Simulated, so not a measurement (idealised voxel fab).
The process module that follows is named voxel fin reveal.
The figure presents cross-section cut, which has a width of 250 nm and is divided into square cells with an edge length of 5 nm.
How to read a cross-section here: the picture is a grid of square cells, written as bands going from the top down, and any band can span one or more rows of cells. Read a band's entry like this: the first values are the height of its top and the height of its bottom in nm, and what follows is the sequence of materials from left to right, each with its width in nm. Note that "blank" is empty space, and that a single material marked "throughout" reaches across the band from edge to edge. The level at which height equals 0 is the one under which the wafer, as it arrives, is entirely one material. No lower edge exists for the bottom band, which continues downward and is notated as in "0..down". So if you see something like "30->40" for the width, read it as the top row of the band sitting at the first number and the bottom row at the second, with every row in between moving by the same amount as the last. Given "no modification" for a step, no cell of the cross-section differs between before and after that step. "Completely sealed voids" - sealed voids, min. 8 cells, no opening to top; format: width x height at distance (distance from left edge; nm throughout). That trailing text on a step's line, after the settings, is the simulator's own remark on the step. overlay nm, on a step with a mask: how far to the right of its planned place the mask lay; to the left if negative. For the reader: what remains of this document is a series of pairs, each showing a cross-section before one process step and a cross-section after that step which reaches down only to the lowest band that changed, with the step between them and its settings set out under the pair. It should not be assumed that a pair continues from the pair above it; the pairs can come from different runs of this module on the same starting wafer, and such continuity exists only where the entry headed "Incoming profile" says so.
[Incoming profile]
- 0..down: Si throughout
- Completely sealed voids: none
[Post-Step Geometry]
- 10..0: SiN throughout
- Rest of section, below 0: as before.
- Completely sealed voids: none
What process step lies between the two cross-sections above? CONFORMAL_DEP, material SiN, thk nm 10
Incoming profile: as in the pair right above, post-step view.
[Post-Step Geometry]
- 20..10: aC throughout
- Rest of section, below 10: as before.
- Completely sealed voids: none
What process step lies between the two cross-sections above? DIRECTIONAL_DEP, material aC, thk nm 10
Incoming profile: as in the pair right above, post-step view.
[Post-Step Geometry]
- 50..20: blank (75), resist (15), blank (25), resist (15), blank (25), resist (15), blank (80)
- Rest of section, below 20: as before.
- Completely sealed voids: none
What process step lies between the two cross-sections above? PATTERN, tone cover, mask id FINS, material resist, width nm 15, pitch nm 40, thk nm 30, overlay nm 0
Incoming profile: as in the pair right above, post-step view.
[Post-Step Geometry]
- 40..20: blank (75), resist (15), blank (25), resist (15), blank (25), resist (15), blank (80)
- 20..10: blank (75), aC (15), blank (25), aC (15), blank (25), aC (15), blank (80)
- Rest of section, below 10: as before.
- Completely sealed voids: none
What process step lies between the two cross-sections above? DIRECTIONAL_ETCH, etch materials aC, depth nm 10
Incoming profile: as in the pair right above, post-step view.
[Post-Step Geometry]
- 20..10: blank (75), aC (15), blank (25), aC (15), blank (25), aC (15), blank (80)
- Rest of section, below 10: as before.
- Completely sealed voids: none
What process step lies between the two cross-sections above? STRIP, etch materials resist
Incoming profile: as in the pair right above, post-step view.
[Post-Step Geometry]
- 20..10: blank (75), aC (15), blank (25), aC (15), blank (25), aC (15), blank (80)
- 10..0: blank (75), SiN (15), blank (25), SiN (15), blank (25), SiN (15), blank (80)
- Rest of section, below 0: as before.
- Completely sealed voids: none
What process step lies between the two cross-sections above? DIRECTIONAL_ETCH, etch materials SiN, depth nm 10
Incoming profile: as in the pair right above, post-step view.
[Post-Step Geometry]
- 20..10: blank (75), aC (15), blank (25), aC (15), blank (25), aC (15), blank (80)
- 10..0: blank (75), SiN (15), blank (25), SiN (15), blank (25), SiN (15), blank (80)
- 0..-40: blank (75), Si (15), blank (25), Si (15), blank (25), Si (15), blank (80)
- Rest of section, below -40: as before.
- Completely sealed voids: none
What process step lies between the two cross-sections above? DIRECTIONAL_ETCH, etch materials Si, depth nm 40
Incoming profile: as in the pair right above, post-step view.
[Post-Step Geometry]
- 10..0: blank (75), SiN (15), blank (25), SiN (15), blank (25), SiN (15), blank (80)
- Rest of section, below 0: as before.
- Completely sealed voids: none
What process step lies between the two cross-sections above? STRIP, etch materials aC
Incoming profile: as in the pair right above, post-step view.
[Post-Step Geometry]
- 20..10: SiO2 throughout
- 10..0: SiO2 (75), SiN (15), SiO2 (25), SiN (15), SiO2 (25), SiN (15), SiO2 (80)
- 0..-40: SiO2 (75), Si (15), SiO2 (25), Si (15), SiO2 (25), Si (15), SiO2 (80)
- Rest of section, below -40: as before.
- Completely sealed voids: none
What process step lies between the two cross-sections above? FILL_DEP, material SiO2, thk nm 10
Incoming profile: as in the pair right above, post-step view.
[Post-Step Geometry]
- 10..0: SiO2 (75), SiN (15), SiO2 (25), SiN (15), SiO2 (25), SiN (15), SiO2 (80)
- Rest of section, below 0: as before.
- Completely sealed voids: none
What process step lies between the two cross-sections above? CMP, height nm 10
Incoming profile: as in the pair right above, post-step view.
[Post-Step Geometry]
- 10..0: blank (75), SiN (15), blank (25), SiN (15), blank (25), SiN (15), blank (80)
- 0..-20: blank (75), Si (15), blank (25), Si (15), blank (25), Si (15), blank (80)
- Rest of section, below -20: as before.
- Completely sealed voids: none
What process step lies between the two cross-sections above? SELECTIVE_ETCH, etch materials SiO2, depth nm 30
Incoming profile: as in the pair right above, post-step view.
[Post-Step Geometry]
- 0..-20: blank (75), Si (15), blank (25), Si (15), blank (25), Si (15), blank (80)
- Rest of section, below -20: as before.
- Completely sealed voids: none
What process step lies between the two cross-sections above? STRIP, etch materials SiN
[Incoming profile]
- 40..20: blank (75), resist (15), blank (25), resist (15), blank (25), resist (15), blank (80)
- 20..10: blank (75), aC (15), blank (25), aC (15), blank (25), aC (15), blank (80)
- 10..0: SiN throughout
- 0..down: Si throughout
- Completely sealed voids: none
[Post-Step Geometry]
- 40..20: blank (75), resist (15), blank (25), resist (15), blank (25), resist (15), blank (80)
- 20..10: blank (75), aC (15), blank (25), aC (15), blank (25), aC (15), blank (80)
- 10..0: blank (75), SiN (15), blank (25), SiN (15), blank (25), SiN (15), blank (80)
- Rest of section, below 0: as before.
- Completely sealed voids: none
What process step lies between the two cross-sections above? DIRECTIONAL_ETCH, etch materials SiN, depth nm 10
Incoming profile: as in the pair right above, post-step view.
[Post-Step Geometry]
- 40..20: blank (75), resist (15), blank (25), resist (15), blank (25), resist (15), blank (80)
- 20..10: blank (75), aC (15), blank (25), aC (15), blank (25), aC (15), blank (80)
- 10..0: blank (75), SiN (15), blank (25), SiN (15), blank (25), SiN (15), blank (80)
- 0..-40: blank (75), Si (15), blank (25), Si (15), blank (25), Si (15), blank (80)
- Rest of section, below -40: as before.
- Completely sealed voids: none
What process step lies between the two cross-sections above? DIRECTIONAL_ETCH, etch materials Si, depth nm 40
Incoming profile: as in the pair right above, post-step view.
[Post-Step Geometry]
- 10..0: blank (75), SiN (15), blank (25), SiN (15), blank (25), SiN (15), blank (80)
- Rest of section, below 0: as before.
- Completely sealed voids: none
What process step lies between the two cross-sections above? STRIP, etch materials aC
[Incoming profile]
- 10..0: SiO2 (75), SiN (15), SiO2 (25), SiN (15), SiO2 (25), SiN (15), SiO2 (80)
- 0..-40: SiO2 (75), Si (15), SiO2 (25), Si (15), SiO2 (25), Si (15), SiO2 (80)
- -40..down: Si throughout
- Completely sealed voids: none
[Post-Step Geometry]
- 10..0: SiO2 (75), blank (15), SiO2 (25), blank (15), SiO2 (25), blank (15), SiO2 (80)
- Rest of section, below 0: as before.
- Completely sealed voids: none
What process step lies between the two cross-sections above? STRIP, etch materials SiN
Incoming profile: as in the pair right above, post-step view.
[Post-Step Geometry]
- 0..-20: blank (75), Si (15), blank (25), Si (15), blank (25), Si (15), blank (80)
- -20..-30: SiO2 (45), blank (30), Si (15), blank (25), Si (15), blank (25), Si (15), blank (30), SiO2 (50)
- Rest of section, below -30: as before.
- Completely sealed voids: none
What process step lies between the two cross-sections above? SELECTIVE_ETCH, etch materials SiO2, depth nm 30
[Incoming profile]
- 20..10: blank (75), aC (15), blank (25), aC (15), blank (25), aC (15), blank (80)
- 10..0: blank (75), SiN (15), blank (25), SiN (15), blank (25), SiN (15), blank (80)
- 0..down: Si throughout
- Completely sealed voids: none
[Post-Step Geometry]
- 20..10: blank (75), aC (15), blank (25), aC (15), blank (25), aC (15), blank (80)
- 10..0: blank (75), SiN (15), blank (25), SiN (15), blank (25), SiN (15), blank (80)
- 0..-30: blank (75), Si (15), blank (25), Si (15), blank (25), Si (15), blank (80)
- Rest of section, below -30: as before.
- Completely sealed voids: none
What process step lies between the two cross-sections above? DIRECTIONAL_ETCH, etch materials Si, depth nm 30
Incoming profile: as in the pair right above, post-step view.
[Post-Step Geometry]
- 10..0: blank (75), SiN (15), blank (25), SiN (15), blank (25), SiN (15), blank (80)
- Rest of section, below 0: as before.
- Completely sealed voids: none
What process step lies between the two cross-sections above? STRIP, etch materials aC
Incoming profile: as in the pair right above, post-step view.
[Post-Step Geometry]
- 20..10: SiO2 throughout
- 10..0: SiO2 (75), SiN (15), SiO2 (25), SiN (15), SiO2 (25), SiN (15), SiO2 (80)
- 0..-30: SiO2 (75), Si (15), SiO2 (25), Si (15), SiO2 (25), Si (15), SiO2 (80)
- Rest of section, below -30: as before.
- Completely sealed voids: none
What process step lies between the two cross-sections above? FILL_DEP, material SiO2, thk nm 10
Incoming profile: as in the pair right above, post-step view.
[Post-Step Geometry]
- 10..0: SiO2 (75), SiN (15), SiO2 (25), SiN (15), SiO2 (25), SiN (15), SiO2 (80)
- Rest of section, below 0: as before.
- Completely sealed voids: none
What process step lies between the two cross-sections above? CMP, height nm 10
Incoming profile: as in the pair right above, post-step view.
[Post-Step Geometry]
- 10..0: blank (75), SiN (15), blank (25), SiN (15), blank (25), SiN (15), blank (80)
- 0..-20: blank (75), Si (15), blank (25), Si (15), blank (25), Si (15), blank (80)
- Rest of section, below -20: as before.
- Completely sealed voids: none
What process step lies between the two cross-sections above? SELECTIVE_ETCH, etch materials SiO2, depth nm 30
Incoming profile: as in the pair right above, post-step view.
[Post-Step Geometry]
- 0..-20: blank (75), Si (15), blank (25), Si (15), blank (25), Si (15), blank (80)
- Rest of section, below -20: as before.
- Completely sealed voids: none
What process step lies between the two cross-sections above? STRIP, etch materials SiN
[Incoming profile]
- 20..10: aC throughout
- 10..0: SiN throughout
- 0..down: Si throughout
- Completely sealed voids: none
[Post-Step Geometry]
- 50..20: blank (70), resist (25), blank (15), resist (25), blank (15), resist (25), blank (75)
- Rest of section, below 20: as before.
- Completely sealed voids: none
What process step lies between the two cross-sections above? PATTERN, tone cover, mask id FINS, material resist, width nm 25, pitch nm 40, thk nm 30, overlay nm 0
Incoming profile: as in the pair right above, post-step view.
[Post-Step Geometry]
- 40..20: blank (70), resist (25), blank (15), resist (25), blank (15), resist (25), blank (75)
- 20..10: blank (70), aC (25), blank (15), aC (25), blank (15), aC (25), blank (75)
- Rest of section, below 10: as before.
- Completely sealed voids: none
What process step lies between the two cross-sections above? DIRECTIONAL_ETCH, etch materials aC, depth nm 10
Incoming profile: as in the pair right above, post-step view.
[Post-Step Geometry]
- 20..10: blank (70), aC (25), blank (15), aC (25), blank (15), aC (25), blank (75)
- Rest of section, below 10: as before.
- Completely sealed voids: none
What process step lies between the two cross-sections above? STRIP, etch materials resist
Incoming profile: as in the pair right above, post-step view.
[Post-Step Geometry]
- 20..10: blank (70), aC (25), blank (15), aC (25), blank (15), aC (25), blank (75)
- 10..0: blank (70), SiN (25), blank (15), SiN (25), blank (15), SiN (25), blank (75)
- Rest of section, below 0: as before.
- Completely sealed voids: none
What process step lies between the two cross-sections above? DIRECTIONAL_ETCH, etch materials SiN, depth nm 10
Incoming profile: as in the pair right above, post-step view.
[Post-Step Geometry]
- 20..10: blank (70), aC (25), blank (15), aC (25), blank (15), aC (25), blank (75)
- 10..0: blank (70), SiN (25), blank (15), SiN (25), blank (15), SiN (25), blank (75)
- 0..-40: blank (70), Si (25), blank (15), Si (25), blank (15), Si (25), blank (75)
- Rest of section, below -40: as before.
- Completely sealed voids: none
What process step lies between the two cross-sections above? DIRECTIONAL_ETCH, etch materials Si, depth nm 40
Incoming profile: as in the pair right above, post-step view.
[Post-Step Geometry]
- 10..0: blank (70), SiN (25), blank (15), SiN (25), blank (15), SiN (25), blank (75)
- Rest of section, below 0: as before.
- Completely sealed voids: none
What process step lies between the two cross-sections above? STRIP, etch materials aC
Incoming profile: as in the pair right above, post-step view.
[Post-Step Geometry]
- 20..10: SiO2 throughout
- 10..0: SiO2 (70), SiN (25), SiO2 (15), SiN (25), SiO2 (15), SiN (25), SiO2 (75)
- 0..-40: SiO2 (70), Si (25), SiO2 (15), Si (25), SiO2 (15), Si (25), SiO2 (75)
- Rest of section, below -40: as before.
- Completely sealed voids: none
What process step lies between the two cross-sections above? FILL_DEP, material SiO2, thk nm 10
Incoming profile: as in the pair right above, post-step view.
[Post-Step Geometry]
- 10..0: SiO2 (70), SiN (25), SiO2 (15), SiN (25), SiO2 (15), SiN (25), SiO2 (75)
- Rest of section, below 0: as before.
- Completely sealed voids: none
What process step lies between the two cross-sections above? CMP, height nm 10
Incoming profile: as in the pair right above, post-step view.
[Post-Step Geometry]
- 10..0: blank (70), SiN (25), blank (15), SiN (25), blank (15), SiN (25), blank (75)
- 0..-20: blank (70), Si (25), blank (15), Si (25), blank (15), Si (25), blank (75)
- Rest of section, below -20: as before.
- Completely sealed voids: none
What process step lies between the two cross-sections above? SELECTIVE_ETCH, etch materials SiO2, depth nm 30
Incoming profile: as in the pair right above, post-step view.
[Post-Step Geometry]
- 0..-20: blank (70), Si (25), blank (15), Si (25), blank (15), Si (25), blank (75)
- Rest of section, below -20: as before.
- Completely sealed voids: none
What process step lies between the two cross-sections above? STRIP, etch materials SiN
[Incoming profile]
- 20..10: aC throughout
- 10..0: SiN throughout
- 0..down: Si throughout
- Completely sealed voids: none
[Post-Step Geometry]
- 50..20: blank (80), resist (15), blank (25), resist (15), blank (25), resist (15), blank (75)
- Rest of section, below 20: as before.
- Completely sealed voids: none
What process step lies between the two cross-sections above? PATTERN, tone cover, mask id FINS, material resist, width nm 15, pitch nm 40, thk nm 30, overlay nm 5
Incoming profile: as in the pair right above, post-step view.
[Post-Step Geometry]
- 40..20: blank (80), resist (15), blank (25), resist (15), blank (25), resist (15), blank (75)
- 20..10: blank (80), aC (15), blank (25), aC (15), blank (25), aC (15), blank (75)
- Rest of section, below 10: as before.
- Completely sealed voids: none
What process step lies between the two cross-sections above? DIRECTIONAL_ETCH, etch materials aC, depth nm 10
Incoming profile: as in the pair right above, post-step view.
[Post-Step Geometry]
- 20..10: blank (80), aC (15), blank (25), aC (15), blank (25), aC (15), blank (75)
- Rest of section, below 10: as before.
- Completely sealed voids: none
What process step lies between the two cross-sections above? STRIP, etch materials resist
Incoming profile: as in the pair right above, post-step view.
[Post-Step Geometry]
- 20..10: blank (80), aC (15), blank (25), aC (15), blank (25), aC (15), blank (75)
- 10..0: blank (80), SiN (15), blank (25), SiN (15), blank (25), SiN (15), blank (75)
- Rest of section, below 0: as before.
- Completely sealed voids: none
What process step lies between the two cross-sections above? DIRECTIONAL_ETCH, etch materials SiN, depth nm 10
Incoming profile: as in the pair right above, post-step view.
[Post-Step Geometry]
- 20..10: blank (80), aC (15), blank (25), aC (15), blank (25), aC (15), blank (75)
- 10..0: blank (80), SiN (15), blank (25), SiN (15), blank (25), SiN (15), blank (75)
- 0..-40: blank (80), Si (15), blank (25), Si (15), blank (25), Si (15), blank (75)
- Rest of section, below -40: as before.
- Completely sealed voids: none
What process step lies between the two cross-sections above? DIRECTIONAL_ETCH, etch materials Si, depth nm 40
Incoming profile: as in the pair right above, post-step view.
[Post-Step Geometry]
- 10..0: blank (80), SiN (15), blank (25), SiN (15), blank (25), SiN (15), blank (75)
- Rest of section, below 0: as before.
- Completely sealed voids: none
What process step lies between the two cross-sections above? STRIP, etch materials aC
Incoming profile: as in the pair right above, post-step view.
[Post-Step Geometry]
- 20..10: SiO2 throughout
- 10..0: SiO2 (80), SiN (15), SiO2 (25), SiN (15), SiO2 (25), SiN (15), SiO2 (75)
- 0..-40: SiO2 (80), Si (15), SiO2 (25), Si (15), SiO2 (25), Si (15), SiO2 (75)
- Rest of section, below -40: as before.
- Completely sealed voids: none
What process step lies between the two cross-sections above? FILL_DEP, material SiO2, thk nm 10
Incoming profile: as in the pair right above, post-step view.
[Post-Step Geometry]
- 10..0: SiO2 (80), SiN (15), SiO2 (25), SiN (15), SiO2 (25), SiN (15), SiO2 (75)
- Rest of section, below 0: as before.
- Completely sealed voids: none
What process step lies between the two cross-sections above? CMP, height nm 10
Incoming profile: as in the pair right above, post-step view.
[Post-Step Geometry]
- 10..0: blank (80), SiN (15), blank (25), SiN (15), blank (25), SiN (15), blank (75)
- 0..-20: blank (80), Si (15), blank (25), Si (15), blank (25), Si (15), blank (75)
- Rest of section, below -20: as before.
- Completely sealed voids: none
What process step lies between the two cross-sections above? SELECTIVE_ETCH, etch materials SiO2, depth nm 30
Incoming profile: as in the pair right above, post-step view.
[Post-Step Geometry]
- 0..-20: blank (80), Si (15), blank (25), Si (15), blank (25), Si (15), blank (75)
- Rest of section, below -20: as before.
- Completely sealed voids: none
What process step lies between the two cross-sections above? STRIP, etch materials SiN
[Incoming profile]
- 10..0: blank (75), SiN (15), blank (25), SiN (15), blank (25), SiN (15), blank (80)
- 0..-40: blank (75), Si (15), blank (25), Si (15), blank (25), Si (15), blank (80)
- -40..down: Si throughout
- Completely sealed voids: none
[Post-Step Geometry]
- 20..10: aC throughout
- 10..0: aC (75), SiN (15), aC (25), SiN (15), aC (25), SiN (15), aC (80)
- 0..-40: aC (75), Si (15), aC (25), Si (15), aC (25), Si (15), aC (80)
- Rest of section, below -40: as before.
- Completely sealed voids: none
What process step lies between the two cross-sections above? FILL_DEP, material aC, thk nm 10
Incoming profile: as in the pair right above, post-step view.
[Post-Step Geometry]
- 10..0: aC (75), SiN (15), aC (25), SiN (15), aC (25), SiN (15), aC (80)
- Rest of section, below 0: as before.
- Completely sealed voids: none
What process step lies between the two cross-sections above? CMP, height nm 10
Incoming profile: as in the pair right above, post-step view.
[Post-Step Geometry]
- 10..0: aC (75), blank (15), aC (25), blank (15), aC (25), blank (15), aC (80)
- Rest of section, below 0: as before.
- Completely sealed voids: none
What process step lies between the two cross-sections above? STRIP, etch materials SiN
[Incoming profile]
- 20..10: aC throughout
- 10..0: SiN throughout
- 0..down: Si throughout
- Completely sealed voids: none
[Post-Step Geometry]
- 50..20: resist (75), blank (15), resist (25), blank (15), resist (25), blank (15), resist (80)
- Rest of section, below 20: as before.
- Completely sealed voids: none
What process step lies between the two cross-sections above? PATTERN, tone open, mask id FINS, material resist, width nm 15, pitch nm 40, thk nm 30, overlay nm 0
Incoming profile: as in the pair right above, post-step view.
[Post-Step Geometry]
- 40..20: resist (75), blank (15), resist (25), blank (15), resist (25), blank (15), resist (80)
- 20..10: aC (75), blank (15), aC (25), blank (15), aC (25), blank (15), aC (80)
- Rest of section, below 10: as before.
- Completely sealed voids: none
What process step lies between the two cross-sections above? DIRECTIONAL_ETCH, etch materials aC, depth nm 10
Incoming profile: as in the pair right above, post-step view.
[Post-Step Geometry]
- 20..10: aC (75), blank (15), aC (25), blank (15), aC (25), blank (15), aC (80)
- Rest of section, below 10: as before.
- Completely sealed voids: none
What process step lies between the two cross-sections above? STRIP, etch materials resist
Incoming profile: as in the pair right above, post-step view.
[Post-Step Geometry]
- 20..10: aC (75), blank (15), aC (25), blank (15), aC (25), blank (15), aC (80)
- 10..0: SiN (75), blank (15), SiN (25), blank (15), SiN (25), blank (15), SiN (80)
- Rest of section, below 0: as before.
- Completely sealed voids: none
What process step lies between the two cross-sections above? DIRECTIONAL_ETCH, etch materials SiN, depth nm 10
Incoming profile: as in the pair right above, post-step view.
[Post-Step Geometry]
- 20..10: aC (75), blank (15), aC (25), blank (15), aC (25), blank (15), aC (80)
- 10..0: SiN (75), blank (15), SiN (25), blank (15), SiN (25), blank (15), SiN (80)
- 0..-40: Si (75), blank (15), Si (25), blank (15), Si (25), blank (15), Si (80)
- Rest of section, below -40: as before.
- Completely sealed voids: none
What process step lies between the two cross-sections above? DIRECTIONAL_ETCH, etch materials Si, depth nm 40
Incoming profile: as in the pair right above, post-step view.
[Post-Step Geometry]
- 10..0: SiN (75), blank (15), SiN (25), blank (15), SiN (25), blank (15), SiN (80)
- Rest of section, below 0: as before.
- Completely sealed voids: none
What process step lies between the two cross-sections above? STRIP, etch materials aC
Incoming profile: as in the pair right above, post-step view.
[Post-Step Geometry]
- 20..10: SiO2 throughout
- 10..0: SiN (75), SiO2 (15), SiN (25), SiO2 (15), SiN (25), SiO2 (15), SiN (80)
- 0..-40: Si (75), SiO2 (15), Si (25), SiO2 (15), Si (25), SiO2 (15), Si (80)
- Rest of section, below -40: as before.
- Completely sealed voids: none
What process step lies between the two cross-sections above? FILL_DEP, material SiO2, thk nm 10
Incoming profile: as in the pair right above, post-step view.
[Post-Step Geometry]
- 10..0: SiN (75), SiO2 (15), SiN (25), SiO2 (15), SiN (25), SiO2 (15), SiN (80)
- Rest of section, below 0: as before.
- Completely sealed voids: none
What process step lies between the two cross-sections above? CMP, height nm 10
Incoming profile: as in the pair right above, post-step view.
[Post-Step Geometry]
- 10..0: SiN (75), blank (15), SiN (25), blank (15), SiN (25), blank (15), SiN (80)
- 0..-20: Si (75), blank (15), Si (25), blank (15), Si (25), blank (15), Si (80)
- Rest of section, below -20: as before.
- Completely sealed voids: none
What process step lies between the two cross-sections above? SELECTIVE_ETCH, etch materials SiO2, depth nm 30
Incoming profile: as in the pair right above, post-step view.
[Post-Step Geometry]
- 0..-20: Si (75), blank (15), Si (25), blank (15), Si (25), blank (15), Si (80)
- Rest of section, below -20: as before.
- Completely sealed voids: none
What process step lies between the two cross-sections above? STRIP, etch materials SiN
